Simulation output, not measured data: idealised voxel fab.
Process module under the name voxel ribs on slabs
It is cross-section cut that appears here, measuring 185 nm in width, its square cells being 5 nm in size.
A cross-section is a grid of square cells, given in bands from the top down. A band is one or more rows of cells.
A band entry consists of two parts. The first gives the height of the band's top and the height of its bottom, in nm. The rest lists the band's materials from left to right, each with its width in nm. A single material labelled with the word "full width" fills the band from edge to edge, and the word "empty" marks empty space.
Zero point of the height axis is 0; under it, received wafer = one material. Lowest band: continues down indefinitely, "0 nm and below".
The two numbers in a width such as "30->40" mark its ends across the band: the first belongs to the top row of cells, the second to the bottom row, and from each row to the next the width moves by the same amount.
A step reported as "nothing got changed" is a step in which no cell of the cross-section changed.
The entry "Listed closed voids" lists the empty spaces that cover at least 8 cells and have no open path to the top. Each is written as width x height at distance, where the distance is measured from the left edge and all three values are in nm.
The remark found on a step's line after its settings is issued by the simulator itself and pertains to that step.
You can add "overlay nm" to a step's line. For a step with a mask, it describes how far the mask lay to the right of its planned position, and a negative number describes a lay to the left.

So here's the lineup of process steps we planned:
1. RECEIVE, material Si
2. DIRECTIONAL_DEP, material SiO2, thk nm 20
3. DIRECTIONAL_DEP, material polySi, thk nm 15
4. MASKED_ETCH, tone cover, mask id RIB, width nm 15, etch materials polySi, depth nm 5, overlay nm 0
5. MASKED_ETCH, tone cover, mask id SLAB, width nm 55, etch materials polySi, depth nm 10, overlay nm 0
6. FILL_DEP, material SiO2, thk nm 20
7. CMP, height nm 45
8. DIRECTIONAL_DEP, material TiN, thk nm 5
9. DIRECTIONAL_DEP, material aC, thk nm 10
10. PATTERN, tone cover, mask id HEATER, material resist, width nm 25, thk nm 30, overlay nm 0
11. DIRECTIONAL_ETCH, etch materials aC, depth nm 10
12. STRIP, etch materials resist
13. DIRECTIONAL_ETCH, etch materials TiN, depth nm 5
14. STRIP, etch materials aC
15. CONFORMAL_DEP, material SiN, thk nm 5
Heads up: all these wafers start the same, and what changes between them is the depth nm in step 4. The value you see in the plan is just what the first wafer got.

Cross-sectional view of the first of several wafers in the as-received condition, corresponding to the state following step 1:
> 0 nm and below: Si full width
> Listed closed voids: none

Tabulated below, wafer by wafer, are the end-of-module results: for each material, the number of cells gained (+) or lost (-) relative to the as-received state, followed by the closed voids:
depth nm 5, +39 SiN, +308 SiO2, +5 TiN, +25 polySi, Listed closed voids: none
depth nm 10, +39 SiN, +316 SiO2, +5 TiN, +17 polySi, Listed closed voids: none
depth nm 15, +39 SiN, +324 SiO2, +5 TiN, +9 polySi, Listed closed voids: none
depth nm 20, +39 SiN, +324 SiO2, +5 TiN, +9 polySi, Listed closed voids: none
